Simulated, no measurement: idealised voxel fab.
process module | voxel ribs on slabs
cross-section cut | 280 nm wide | cells 5 nm
A cross-section is a grid of square cells, given in bands from the top down. A band is one or more rows of cells.
Each band's line starts with the height of the band's top and of its bottom, in nm. Then come its materials from left to right, each with its width in nm. One material with "throughout" fills the band from edge to edge. "air" is empty space.
Height 0 is the level under which the wafer as received is all one material. The lowest band goes on downwards, as in "0 down".
A width such as "30 to 40" changes by the same amount from each row of cells to the next, from the band's top row to its bottom row.
"no change" after a step means that no cell of the cross-section changed.
closed voids: empty space of 8 cells or more with no open way to the top, each as width x height at its distance from the left edge, in nm
after a step's settings: what the simulator itself notes on the step
overlay nm, on a step with a mask: how far to the right of its planned place the mask lay; to the left if negative
plan
1 op RECEIVE | material Si
2 op DIRECTIONAL_DEP | material SiO2 | thk nm 25
3 op DIRECTIONAL_DEP | material polySi | thk nm 15
4 op DIRECTIONAL_DEP | material aC | thk nm 10
5 op PATTERN | tone cover | mask id RIB | material resist | width nm 15 | thk nm 30 | overlay nm 0
6 op DIRECTIONAL_ETCH | etch materials aC | depth nm 10
7 op STRIP | etch materials resist
8 op DIRECTIONAL_ETCH | etch materials polySi | depth nm 10
9 op STRIP | etch materials aC
10 op DIRECTIONAL_DEP | material aC | thk nm 15
11 op PATTERN | tone cover | mask id SLAB | material resist | width nm 55 | thk nm 35 | overlay nm 0
12 op DIRECTIONAL_ETCH | etch materials aC | depth nm 15
13 op STRIP | etch materials resist
14 op DIRECTIONAL_ETCH | etch materials polySi | depth nm 5
15 op STRIP | etch materials aC
16 op FILL_DEP | material SiO2 | thk nm 20
17 op CMP | height nm 50
18 op DIRECTIONAL_DEP | material TiN | thk nm 5
19 op DIRECTIONAL_DEP | material aC | thk nm 15
20 op PATTERN | tone cover | mask id HEATER | material resist | width nm 25 | thk nm 35 | overlay nm 0
21 op DIRECTIONAL_ETCH | etch materials aC | depth nm 15
22 op STRIP | etch materials resist
23 op DIRECTIONAL_ETCH | etch materials TiN | depth nm 5
24 op STRIP | etch materials aC
25 op CONFORMAL_DEP | material SiO2 | thk nm 10
first wafer, as planned
as received, after step 1
  0 down: Si throughout
  closed voids: none
after step 2
  25 to 0: SiO2 throughout
  below 0: unchanged
after step 3
  40 to 25: polySi throughout
  below 25: unchanged
after step 4
  50 to 40: aC throughout
  below 40: unchanged
after step 5
  80 to 50: air 130 | resist 15 | air 135
  below 50: unchanged
after step 6
  70 to 50: air 130 | resist 15 | air 135
  50 to 40: air 130 | aC 15 | air 135
  below 40: unchanged
after step 7
  50 to 40: air 130 | aC 15 | air 135
  below 40: unchanged
after step 8
  50 to 40: air 130 | aC 15 | air 135
  40 to 30: air 130 | polySi 15 | air 135
  below 30: unchanged
after step 9
  40 to 30: air 130 | polySi 15 | air 135
  below 30: unchanged
after step 10
  55 to 45: air 130 | aC 15 | air 135
  45 to 40: aC throughout
  40 to 30: aC 130 | polySi 15 | aC 135
  below 30: unchanged
after step 11
  90 to 55: air 110 | resist 55 | air 115
  55 to 45: air 110 | resist 20 | aC 15 | resist 20 | air 115
  below 45: unchanged
after step 12
  75 to 55: air 110 | resist 55 | air 115
  55 to 45: air 110 | resist 20 | aC 15 | resist 20 | air 115
  45 to 40: air 110 | aC 55 | air 115
  40 to 30: air 110 | aC 20 | polySi 15 | aC 20 | air 115
  below 30: unchanged
after step 13
  55 to 45: air 130 | aC 15 | air 135
  below 45: unchanged
after step 14
  55 to 45: air 130 | aC 15 | air 135
  45 to 40: air 110 | aC 55 | air 115
  40 to 30: air 110 | aC 20 | polySi 15 | aC 20 | air 115
  30 to 25: air 110 | polySi 55 | air 115
  below 25: unchanged
after step 15
  40 to 30: air 130 | polySi 15 | air 135
  below 30: unchanged
after step 16
  60 to 40: SiO2 throughout
  40 to 30: SiO2 130 | polySi 15 | SiO2 135
  30 to 25: SiO2 110 | polySi 55 | SiO2 115
  below 25: unchanged
after step 17
  50 to 40: SiO2 throughout
  below 40: unchanged
after step 18
  55 to 50: TiN throughout
  below 50: unchanged
after step 19
  70 to 55: aC throughout
  below 55: unchanged
after step 20
  105 to 70: air 125 | resist 25 | air 130
  below 70: unchanged
after step 21
  90 to 70: air 125 | resist 25 | air 130
  70 to 55: air 125 | aC 25 | air 130
  below 55: unchanged
after step 22
  70 to 55: air 125 | aC 25 | air 130
  below 55: unchanged
after step 23
  70 to 55: air 125 | aC 25 | air 130
  55 to 50: air 125 | TiN 25 | air 130
  below 50: unchanged
after step 24
  55 to 50: air 125 | TiN 25 | air 130
  below 50: unchanged
after step 25
  65 to 60: air 115 | SiO2 45 | air 120
  60 to 55: SiO2 throughout
  55 to 50: SiO2 125 | TiN 25 | SiO2 130
  below 50: unchanged
second wafer: like start, like plan, one mistake. Through step 24 it matches the first wafer
when step 25 should have ended: no change
what went wrong: step 25 was left out
at the end the second wafer has, in cells: 116 fewer of SiO2
